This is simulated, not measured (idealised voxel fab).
Documented hereafter: the process module known as voxel double patterning.
Xsec cut, 230 nm wide, square cell size 5 nm.
Think of the cross-section as a grid of square cells. We describe it in bands, top to bottom, and each band covers one or more rows of those cells.
Top height, bottom height, nm. Materials left to right, width each, nm. Single material + "everywhere" = fills band edge to edge. "air" = empty.
Counting heights begins at 0, where everything beneath is, in the wafer as received, one material. The lowest band has no bottom; it goes on downwards, as "0 down" shows.
The expression "30->40" gives the width at the extremes of the band, the first number at its top row of cells and the second at its bottom row, with the width changing by equal amounts from each row to the next in between.
"same as before" (step): cross-section cells unchanged, all of them.
Empty spaces without an open route to the top, at least 8 cells in extent, make up the entry "Entrapped voids"; each is given as width x height at distance, where the distance is measured from the left edge, and all are in nm.
The remark found on a step's line after its settings is issued by the simulator itself and pertains to that step.
"overlay nm" answers the question of how far to the right of plan the mask lay on a step that has a mask, and when it is negative the answer is to the left.

[Steps planned for the process]
1) op RECEIVE | material Si
2) op CONFORMAL_DEP | material SiO2 | thk nm 10
3) op DIRECTIONAL_DEP | material W | thk nm 15
4) op DIRECTIONAL_DEP | material SiCN | thk nm 5
5) op MASKED_ETCH | tone open | mask id FIRST | width nm 15 | pitch nm 50 | etch materials SiCN | depth nm 5 | overlay nm 0
6) op DIRECTIONAL_DEP | material aC | thk nm 10
7) op PATTERN | tone open | mask id SECOND | material resist | width nm 15 | pitch nm 50 | thk nm 30 | overlay nm 0
8) op DIRECTIONAL_ETCH | etch materials aC | depth nm 10
9) op STRIP | etch materials resist
10) op DIRECTIONAL_ETCH | etch materials SiCN | depth nm 5
11) op STRIP | etch materials aC
12) op DIRECTIONAL_ETCH | etch materials W | depth nm 15
13) op STRIP | etch materials SiCN

[As received (post step 1): cross-section]
> 0 down: Si everywhere
> Entrapped voids: none

[Module complete, cross-section. Starting point and plan per above. One mistake made in running the module]
> 15 to 0: 55 W, 15 air, 10 W, 15 air, 10 W, 15 air, 10 W, 15 air, 10 W, 15 air, 60 W
> 0 down: Si everywhere
> Entrapped voids: none
Misprocessing identified: plan step 2 was not performed, having been skipped
